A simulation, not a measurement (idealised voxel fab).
Name of the process module below: voxel transistor to metal
Cross-section cut: width 170 nm, square cells of 5 nm.
When this document writes out a cross-section, it uses a grid of square cells and lists it as bands, beginning at the top and moving down, with a band standing for one or more rows of cells. Heads up on the band format: heights come first, top then bottom, in nm. After that it's the materials left to right, each with its width in nm. A single material flagged "throughout" fills the whole band edge to edge, and "air" means there's empty space there. Below 0: as-received wafer, all one material; heights counted from there. Lowest band: no bottom, goes on down, written "top 0, no bottom". You'd read "30 to 40" like this: the band's top row of cells is as wide as the first number, its bottom row is as wide as the second, and going down, every row changes width by the same amount as the row before did. Where the words "no change occurred" appear for a step, the cross-section shows no cell changed by that step; every cell remained as before. "Trapped voids" enumerates empty spaces isolated from the top, with no open way to it, that contain at least 8 cells, giving each as width x height at distance from the left edge, all three in nm. Where a step's line continues beyond its settings, the continuation is a remark by the simulator itself on that step. The "overlay nm" setting may appear on a step's line; for a step that uses a mask, it gives how far to the right of its planned position the mask lay, and a negative value indicates the left.

List of planned process steps:
- 1: RECEIVE | material Si
- 2: OXIDIZE | depth nm 5
- 3: CONFORMAL_DEP | material SiN | thk nm 10
- 4: DIRECTIONAL_DEP | material aC | thk nm 10
- 5: PATTERN | tone cover | mask id ACTIVE | material resist | width nm 105 | thk nm 25 | overlay nm 0
- 6: DIRECTIONAL_ETCH | etch materials aC | depth nm 10
- 7: STRIP | etch materials resist
- 8: DIRECTIONAL_ETCH | etch materials SiN | depth nm 10
- 9: DIRECTIONAL_ETCH | etch materials SiO2 | depth nm 5
- 10: DIRECTIONAL_ETCH | etch materials Si | depth nm 30
- 11: STRIP | etch materials aC
- 12: FILL_DEP | material SiO2 | thk nm 10
- 13: CMP | height nm 10
- 14: SELECTIVE_ETCH | etch materials SiO2 | depth nm 10
- 15: STRIP | etch materials SiN
- 16: SELECTIVE_ETCH | etch materials SiO2 | depth nm 5
- 17: OXIDIZE | depth nm 5
- 18: DIRECTIONAL_DEP | material polySi | thk nm 30
- 19: DIRECTIONAL_DEP | material SiCN | thk nm 15
- 20: DIRECTIONAL_DEP | material aC | thk nm 10
- 21: PATTERN | tone cover | mask id GATE | material resist | width nm 25 | thk nm 25 | overlay nm 0
- 22: DIRECTIONAL_ETCH | etch materials aC | depth nm 10
- 23: STRIP | etch materials resist
- 24: DIRECTIONAL_ETCH | etch materials SiCN | depth nm 25
- 25: DIRECTIONAL_ETCH | etch materials polySi | depth nm 40
- 26: STRIP | etch materials aC
- 27: CONFORMAL_DEP | material SiN | thk nm 10
- 28: DIRECTIONAL_ETCH | etch materials SiN | depth nm 10
- 29: DIRECTIONAL_ETCH | etch materials SiO2 | depth nm 5
- 30: DIRECTIONAL_ETCH | etch materials Si | depth nm 5
- 31: EPI | material nSi | thk nm 5
- 32: FILL_DEP | material SiO2 | thk nm 5
- 33: CMP | height nm 25
- 34: STRIP | etch materials polySi
- 35: SELECTIVE_ETCH | etch materials SiO2 | depth nm 5
- 36: CONFORMAL_DEP | material HfO2 | thk nm 5
- 37: CONFORMAL_DEP | material TiN | thk nm 5
- 38: FILL_DEP | material W | thk nm 5
- 39: CMP | height nm 20
- 40: DIRECTIONAL_DEP | material SiO2 | thk nm 10
- 41: MASKED_ETCH | tone open | mask id CONTACT | width nm 20 | pitch nm 75 | etch materials SiO2 | depth nm 40 | overlay nm 0
- 42: CONFORMAL_DEP | material TiN | thk nm 5
- 43: FILL_DEP | material Ru | thk nm 10
- 44: CMP | height nm 30
- 45: CONFORMAL_DEP | material SiCN | thk nm 5
- 46: DIRECTIONAL_DEP | material SiO2 | thk nm 25
- 47: DIRECTIONAL_DEP | material aC | thk nm 10
- 48: PATTERN | tone open | mask id METAL_1 | material resist | width nm 20 | pitch nm 75 | thk nm 30 | overlay nm 0
- 49: DIRECTIONAL_ETCH | etch materials aC | depth nm 10
- 50: STRIP | etch materials resist
- 51: DIRECTIONAL_ETCH | etch materials SiO2 | depth nm 25
- 52: DIRECTIONAL_ETCH | etch materials SiCN | depth nm 5
- 53: STRIP | etch materials aC
- 54: CONFORMAL_DEP | material TiN | thk nm 5
- 55: FILL_DEP | material Cu | thk nm 5
- 56: CMP | height nm 60
- 57: CONFORMAL_DEP | material SiN | thk nm 5

Below: the first of two wafers, run as planned:

Cross-sectional view of the wafer in its as-received condition, corresponding to the state after step 1:
    top 0, no bottom  Si throughout
    Trapped voids: none

Once step 2 is through, the wafer looks like this in cross-section:
    top 0, bottom -5  SiO2 throughout
    Everything below -5 is unchanged.

Once step 3 is through, the wafer looks like this in cross-section:
    top 10, bottom 0  SiN throughout
    Everything below 0 is unchanged.

Once step 4 is through, the wafer looks like this in cross-section:
    top 20, bottom 10  aC throughout
    Everything below 10 is unchanged.

Once step 5 is through, the wafer looks like this in cross-section:
    top 45, bottom 20  air: 30, resist: 105, air: 35
    Everything below 20 is unchanged.

Once step 6 is through, the wafer looks like this in cross-section:
    top 35, bottom 20  air: 30, resist: 105, air: 35
    top 20, bottom 10  air: 30, aC: 105, air: 35
    Everything below 10 is unchanged.

Once step 7 is through, the wafer looks like this in cross-section:
    top 20, bottom 10  air: 30, aC: 105, air: 35
    Everything below 10 is unchanged.

Once step 8 is through, the wafer looks like this in cross-section:
    top 20, bottom 10  air: 30, aC: 105, air: 35
    top 10, bottom 0  air: 30, SiN: 105, air: 35
    Everything below 0 is unchanged.

Once step 9 is through, the wafer looks like this in cross-section:
    top 20, bottom 10  air: 30, aC: 105, air: 35
    top 10, bottom 0  air: 30, SiN: 105, air: 35
    top 0, bottom -5  air: 30, SiO2: 105, air: 35
    Everything below -5 is unchanged.

Once step 10 is through, the wafer looks like this in cross-section:
    top 20, bottom 10  air: 30, aC: 105, air: 35
    top 10, bottom 0  air: 30, SiN: 105, air: 35
    top 0, bottom -5  air: 30, SiO2: 105, air: 35
    top -5, bottom -35  air: 30, Si: 105, air: 35
    Everything below -35 is unchanged.

Once step 11 is through, the wafer looks like this in cross-section:
    top 10, bottom 0  air: 30, SiN: 105, air: 35
    Everything below 0 is unchanged.

Once step 12 is through, the wafer looks like this in cross-section:
    top 20, bottom 10  SiO2 throughout
    top 10, bottom 0  SiO2: 30, SiN: 105, SiO2: 35
    top 0, bottom -5  SiO2 throughout
    top -5, bottom -35  SiO2: 30, Si: 105, SiO2: 35
    Everything below -35 is unchanged.

Once step 13 is through, the wafer looks like this in cross-section:
    top 10, bottom 0  SiO2: 30, SiN: 105, SiO2: 35
    Everything below 0 is unchanged.

Once step 14 is through, the wafer looks like this in cross-section:
    top 10, bottom 0  air: 30, SiN: 105, air: 35
    Everything below 0 is unchanged.

Once step 15 is through, the wafer looks like this in cross-section:
    top 0, bottom -5  SiO2 throughout
    Everything below -5 is unchanged.

Once step 16 is through, the wafer looks like this in cross-section:
    top -5, bottom -35  SiO2: 30, Si: 105, SiO2: 35
    Everything below -35 is unchanged.

Once step 17 is through, the wafer looks like this in cross-section:
    top -5, bottom -10  SiO2 throughout
    Everything below -10 is unchanged.

Once step 18 is through, the wafer looks like this in cross-section:
    top 25, bottom -5  polySi throughout
    Everything below -5 is unchanged.

Once step 19 is through, the wafer looks like this in cross-section:
    top 40, bottom 25  SiCN throughout
    Everything below 25 is unchanged.

Once step 20 is through, the wafer looks like this in cross-section:
    top 50, bottom 40  aC throughout
    Everything below 40 is unchanged.

Once step 21 is through, the wafer looks like this in cross-section:
    top 75, bottom 50  air: 70, resist: 25, air: 75
    Everything below 50 is unchanged.

Once step 22 is through, the wafer looks like this in cross-section:
    top 65, bottom 50  air: 70, resist: 25, air: 75
    top 50, bottom 40  air: 70, aC: 25, air: 75
    Everything below 40 is unchanged.

Once step 23 is through, the wafer looks like this in cross-section:
    top 50, bottom 40  air: 70, aC: 25, air: 75
    Everything below 40 is unchanged.

Once step 24 is through, the wafer looks like this in cross-section:
    top 50, bottom 40  air: 70, aC: 25, air: 75
    top 40, bottom 25  air: 70, SiCN: 25, air: 75
    Everything below 25 is unchanged.

Once step 25 is through, the wafer looks like this in cross-section:
    top 50, bottom 40  air: 70, aC: 25, air: 75
    top 40, bottom 25  air: 70, SiCN: 25, air: 75
    top 25, bottom -5  air: 70, polySi: 25, air: 75
    Everything below -5 is unchanged.

Once step 26 is through, the wafer looks like this in cross-section:
    top 40, bottom 25  air: 70, SiCN: 25, air: 75
    Everything below 25 is unchanged.

Once step 27 is through, the wafer looks like this in cross-section:
    top 50, bottom 40  air: 60, SiN: 45, air: 65
    top 40, bottom 25  air: 60, SiN: 10, SiCN: 25, SiN: 10, air: 65
    top 25, bottom 5  air: 60, SiN: 10, polySi: 25, SiN: 10, air: 65
    top 5, bottom -5  SiN: 70, polySi: 25, SiN: 75
    Everything below -5 is unchanged.

Once step 28 is through, the wafer looks like this in cross-section:
    top 40, bottom 25  air: 60, SiN: 10, SiCN: 25, SiN: 10, air: 65
    top 25, bottom -5  air: 60, SiN: 10, polySi: 25, SiN: 10, air: 65
    Everything below -5 is unchanged.

Once step 29 is through, the wafer looks like this in cross-section:
    top 40, bottom 25  air: 60, SiN: 10, SiCN: 25, SiN: 10, air: 65
    top 25, bottom -5  air: 60, SiN: 10, polySi: 25, SiN: 10, air: 65
    top -5, bottom -10  air: 60, SiO2: 45, air: 65
    Everything below -10 is unchanged.

Once step 30 is through, the wafer looks like this in cross-section:
    top 40, bottom 25  air: 60, SiN: 10, SiCN: 25, SiN: 10, air: 65
    top 25, bottom -5  air: 60, SiN: 10, polySi: 25, SiN: 10, air: 65
    top -5, bottom -10  air: 60, SiO2: 45, air: 65
    top -10, bottom -15  SiO2: 30, air: 30, Si: 45, air: 30, SiO2: 35
    Everything below -15 is unchanged.

Once step 31 is through, the wafer looks like this in cross-section:
    top 40, bottom 25  air: 60, SiN: 10, SiCN: 25, SiN: 10, air: 65
    top 25, bottom -5  air: 60, SiN: 10, polySi: 25, SiN: 10, air: 65
    top -5, bottom -10  air: 55, nSi: 5, SiO2: 45, nSi: 5, air: 60
    top -10, bottom -15  SiO2: 30, nSi: 30, Si: 45, nSi: 30, SiO2: 35
    Everything below -15 is unchanged.

Once step 32 is through, the wafer looks like this in cross-section:
    top 45, bottom 40  SiO2 throughout
    top 40, bottom 25  SiO2: 60, SiN: 10, SiCN: 25, SiN: 10, SiO2: 65
    top 25, bottom -5  SiO2: 60, SiN: 10, polySi: 25, SiN: 10, SiO2: 65
    top -5, bottom -10  SiO2: 55, nSi: 5, SiO2: 45, nSi: 5, SiO2: 60
    Everything below -10 is unchanged.

Once step 33 is through, the wafer looks like this in cross-section:
    top 25, bottom -5  SiO2: 60, SiN: 10, polySi: 25, SiN: 10, SiO2: 65
    Everything below -5 is unchanged.

Once step 34 is through, the wafer looks like this in cross-section:
    top 25, bottom -5  SiO2: 60, SiN: 10, air: 25, SiN: 10, SiO2: 65
    Everything below -5 is unchanged.

Once step 35 is through, the wafer looks like this in cross-section:
    top 25, bottom 20  air: 60, SiN: 10, air: 25, SiN: 10, air: 65
    top 20, bottom -5  SiO2: 60, SiN: 10, air: 25, SiN: 10, SiO2: 65
    top -5, bottom -10  SiO2: 55, nSi: 5, SiO2: 5, air: 35, SiO2: 5, nSi: 5, SiO2: 60
    Everything below -10 is unchanged.

Once step 36 is through, the wafer looks like this in cross-section:
    top 30, bottom 25  air: 55, HfO2: 20, air: 15, HfO2: 20, air: 60
    top 25, bottom 20  HfO2: 60, SiN: 10, HfO2: 5, air: 15, HfO2: 5, SiN: 10, HfO2: 65
    top 20, bottom -5  SiO2: 60, SiN: 10, HfO2: 5, air: 15, HfO2: 5, SiN: 10, SiO2: 65
    top -5, bottom -10  SiO2: 55, nSi: 5, SiO2: 5, HfO2: 35, SiO2: 5, nSi: 5, SiO2: 60
    Everything below -10 is unchanged.

Once step 37 is through, the wafer looks like this in cross-section:
    top 35, bottom 30  air: 50, TiN: 30, air: 5, TiN: 30, air: 55
    top 30, bottom 25  TiN: 55, HfO2: 20, TiN: 5, air: 5, TiN: 5, HfO2: 20, TiN: 60
    top 25, bottom 20  HfO2: 60, SiN: 10, HfO2: 5, TiN: 5, air: 5, TiN: 5, HfO2: 5, SiN: 10, HfO2: 65
    top 20, bottom 0  SiO2: 60, SiN: 10, HfO2: 5, TiN: 5, air: 5, TiN: 5, HfO2: 5, SiN: 10, SiO2: 65
    top 0, bottom -5  SiO2: 60, SiN: 10, HfO2: 5, TiN: 15, HfO2: 5, SiN: 10, SiO2: 65
    Everything below -5 is unchanged.

Once step 38 is through, the wafer looks like this in cross-section:
    top 40, bottom 35  W throughout
    top 35, bottom 30  W: 50, TiN: 30, W: 5, TiN: 30, W: 55
    top 30, bottom 25  TiN: 55, HfO2: 20, TiN: 5, W: 5, TiN: 5, HfO2: 20, TiN: 60
    top 25, bottom 20  HfO2: 60, SiN: 10, HfO2: 5, TiN: 5, W: 5, TiN: 5, HfO2: 5, SiN: 10, HfO2: 65
    top 20, bottom 0  SiO2: 60, SiN: 10, HfO2: 5, TiN: 5, W: 5, TiN: 5, HfO2: 5, SiN: 10, SiO2: 65
    Everything below 0 is unchanged.

Once step 39 is through, the wafer looks like this in cross-section:
    top 20, bottom 0  SiO2: 60, SiN: 10, HfO2: 5, TiN: 5, W: 5, TiN: 5, HfO2: 5, SiN: 10, SiO2: 65
    Everything below 0 is unchanged.

Once step 40 is through, the wafer looks like this in cross-section:
    top 30, bottom 20  SiO2 throughout
    Everything below 20 is unchanged.

Once step 41 is through, the wafer looks like this in cross-section:
    top 30, bottom 20  SiO2: 35, air: 20, SiO2: 55, air: 20, SiO2: 40
    top 20, bottom 0  SiO2: 35, air: 20, SiO2: 5, SiN: 10, HfO2: 5, TiN: 5, W: 5, TiN: 5, HfO2: 5, SiN: 10, SiO2: 5, air: 20, SiO2: 40
    top 0, bottom -5  SiO2: 35, air: 20, SiO2: 5, SiN: 10, HfO2: 5, TiN: 15, HfO2: 5, SiN: 10, SiO2: 5, air: 20, SiO2: 40
    top -5, bottom -10  SiO2: 35, air: 20, nSi: 5, SiO2: 5, HfO2: 35, SiO2: 5, nSi: 5, air: 20, SiO2: 40
    Everything below -10 is unchanged.

Once step 42 is through, the wafer looks like this in cross-section:
    top 35, bottom 30  TiN: 40, air: 10, TiN: 65, air: 10, TiN: 45
    top 30, bottom 20  SiO2: 35, TiN: 5, air: 10, TiN: 5, SiO2: 55, TiN: 5, air: 10, TiN: 5, SiO2: 40
    top 20, bottom 0  SiO2: 35, TiN: 5, air: 10, TiN: 5, SiO2: 5, SiN: 10, HfO2: 5, TiN: 5, W: 5, TiN: 5, HfO2: 5, SiN: 10, SiO2: 5, TiN: 5, air: 10, TiN: 5, SiO2: 40
    top 0, bottom -5  SiO2: 35, TiN: 5, air: 10, TiN: 5, SiO2: 5, SiN: 10, HfO2: 5, TiN: 15, HfO2: 5, SiN: 10, SiO2: 5, TiN: 5, air: 10, TiN: 5, SiO2: 40
    top -5, bottom -10  SiO2: 35, TiN: 20, nSi: 5, SiO2: 5, HfO2: 35, SiO2: 5, nSi: 5, TiN: 20, SiO2: 40
    Everything below -10 is unchanged.

Once step 43 is through, the wafer looks like this in cross-section:
    top 45, bottom 35  Ru throughout
    top 35, bottom 30  TiN: 40, Ru: 10, TiN: 65, Ru: 10, TiN: 45
    top 30, bottom 20  SiO2: 35, TiN: 5, Ru: 10, TiN: 5, SiO2: 55, TiN: 5, Ru: 10, TiN: 5, SiO2: 40
    top 20, bottom 0  SiO2: 35, TiN: 5, Ru: 10, TiN: 5, SiO2: 5, SiN: 10, HfO2: 5, TiN: 5, W: 5, TiN: 5, HfO2: 5, SiN: 10, SiO2: 5, TiN: 5, Ru: 10, TiN: 5, SiO2: 40
    top 0, bottom -5  SiO2: 35, TiN: 5, Ru: 10, TiN: 5, SiO2: 5, SiN: 10, HfO2: 5, TiN: 15, HfO2: 5, SiN: 10, SiO2: 5, TiN: 5, Ru: 10, TiN: 5, SiO2: 40
    Everything below -5 is unchanged.

Once step 44 is through, the wafer looks like this in cross-section:
    top 30, bottom 20  SiO2: 35, TiN: 5, Ru: 10, TiN: 5, SiO2: 55, TiN: 5, Ru: 10, TiN: 5, SiO2: 40
    Everything below 20 is unchanged.

Once step 45 is through, the wafer looks like this in cross-section:
    top 35, bottom 30  SiCN throughout
    Everything below 30 is unchanged.

Once step 46 is through, the wafer looks like this in cross-section:
    top 60, bottom 35  SiO2 throughout
    Everything below 35 is unchanged.

Once step 47 is through, the wafer looks like this in cross-section:
    top 70, bottom 60  aC throughout
    Everything below 60 is unchanged.

Once step 48 is through, the wafer looks like this in cross-section:
    top 100, bottom 70  resist: 35, air: 20, resist: 55, air: 20, resist: 40
    Everything below 70 is unchanged.

Once step 49 is through, the wafer looks like this in cross-section:
    top 90, bottom 70  resist: 35, air: 20, resist: 55, air: 20, resist: 40
    top 70, bottom 60  aC: 35, air: 20, aC: 55, air: 20, aC: 40
    Everything below 60 is unchanged.

Once step 50 is through, the wafer looks like this in cross-section:
    top 70, bottom 60  aC: 35, air: 20, aC: 55, air: 20, aC: 40
    Everything below 60 is unchanged.

Once step 51 is through, the wafer looks like this in cross-section:
    top 70, bottom 60  aC: 35, air: 20, aC: 55, air: 20, aC: 40
    top 60, bottom 35  SiO2: 35, air: 20, SiO2: 55, air: 20, SiO2: 40
    Everything below 35 is unchanged.

Once step 52 is through, the wafer looks like this in cross-section:
    top 70, bottom 60  aC: 35, air: 20, aC: 55, air: 20, aC: 40
    top 60, bottom 35  SiO2: 35, air: 20, SiO2: 55, air: 20, SiO2: 40
    top 35, bottom 30  SiCN: 35, air: 20, SiCN: 55, air: 20, SiCN: 40
    Everything below 30 is unchanged.

Once step 53 is through, the wafer looks like this in cross-section:
    top 60, bottom 35  SiO2: 35, air: 20, SiO2: 55, air: 20, SiO2: 40
    Everything below 35 is unchanged.

Once step 54 is through, the wafer looks like this in cross-section:
    top 65, bottom 60  TiN: 40, air: 10, TiN: 65, air: 10, TiN: 45
    top 60, bottom 35  SiO2: 35, TiN: 5, air: 10, TiN: 5, SiO2: 55, TiN: 5, air: 10, TiN: 5, SiO2: 40
    top 35, bottom 30  SiCN: 35, TiN: 20, SiCN: 55, TiN: 20, SiCN: 40
    Everything below 30 is unchanged.

Once step 55 is through, the wafer looks like this in cross-section:
    top 70, bottom 65  Cu throughout
    top 65, bottom 60  TiN: 40, Cu: 10, TiN: 65, Cu: 10, TiN: 45
    top 60, bottom 35  SiO2: 35, TiN: 5, Cu: 10, TiN: 5, SiO2: 55, TiN: 5, Cu: 10, TiN: 5, SiO2: 40
    Everything below 35 is unchanged.

Once step 56 is through, the wafer looks like this in cross-section:
    top 60, bottom 35  SiO2: 35, TiN: 5, Cu: 10, TiN: 5, SiO2: 55, TiN: 5, Cu: 10, TiN: 5, SiO2: 40
    Everything below 35 is unchanged.

Once step 57 is through, the wafer looks like this in cross-section:
    top 65, bottom 60  SiN throughout
    Everything below 60 is unchanged.

It is to be noted that the second wafer proceeded from the same initial state and according to the same plan as the first, although one mistake was committed in its execution; through step 44, inclusive, the two wafers share an identical history:

Cross-section: second wafer, time at which step 45 was scheduled to end:
    top 55, bottom 30  SiO2 throughout
    Everything below 30 is unchanged.

Cross-section: second wafer, time at which step 46 was scheduled to end:
    top 60, bottom 55  SiCN throughout
    Everything below 55 is unchanged.

Cross-section: second wafer, time at which step 47 was scheduled to end:
    top 70, bottom 60  aC throughout
    Everything below 60 is unchanged.

Cross-section: second wafer, time at which step 48 was scheduled to end:
    top 100, bottom 70  resist: 35, air: 20, resist: 55, air: 20, resist: 40
    Everything below 70 is unchanged.

Cross-section: second wafer, time at which step 49 was scheduled to end:
    top 90, bottom 70  resist: 35, air: 20, resist: 55, air: 20, resist: 40
    top 70, bottom 60  aC: 35, air: 20, aC: 55, air: 20, aC: 40
    Everything below 60 is unchanged.

Cross-section: second wafer, time at which step 50 was scheduled to end:
    top 70, bottom 60  aC: 35, air: 20, aC: 55, air: 20, aC: 40
    Everything below 60 is unchanged.

Cross-section: second wafer, time at which step 51 was scheduled to end: no change occurred

Cross-section: second wafer, time at which step 52 was scheduled to end:
    top 70, bottom 60  aC: 35, air: 20, aC: 55, air: 20, aC: 40
    top 60, bottom 55  SiCN: 35, air: 20, SiCN: 55, air: 20, SiCN: 40
    Everything below 55 is unchanged.

Cross-section: second wafer, time at which step 53 was scheduled to end:
    top 60, bottom 55  SiCN: 35, air: 20, SiCN: 55, air: 20, SiCN: 40
    Everything below 55 is unchanged.

Cross-section: second wafer, time at which step 54 was scheduled to end:
    top 65, bottom 60  TiN: 40, air: 10, TiN: 65, air: 10, TiN: 45
    top 60, bottom 55  SiCN: 35, TiN: 20, SiCN: 55, TiN: 20, SiCN: 40
    Everything below 55 is unchanged.

Cross-section: second wafer, time at which step 55 was scheduled to end:
    top 70, bottom 65  Cu throughout
    top 65, bottom 60  TiN: 40, Cu: 10, TiN: 65, Cu: 10, TiN: 45
    Everything below 60 is unchanged.

Cross-section: second wafer, time at which step 56 was scheduled to end:
    top 60, bottom 55  SiCN: 35, TiN: 20, SiCN: 55, TiN: 20, SiCN: 40
    Everything below 55 is unchanged.

Cross-section: second wafer, time at which step 57 was scheduled to end:
    top 65, bottom 60  SiN throughout
    Everything below 60 is unchanged.
It is concluded that the wafer was processed incorrectly with respect to the plan, in that the executed order of steps 45 and 46 is the reverse of that specified in the plan, each step having taken the other's position
Final tally in cells, some materials are higher or lower on the second wafer than on the first: Cu: 20 fewer | SiO2: 40 more | TiN: 20 fewer
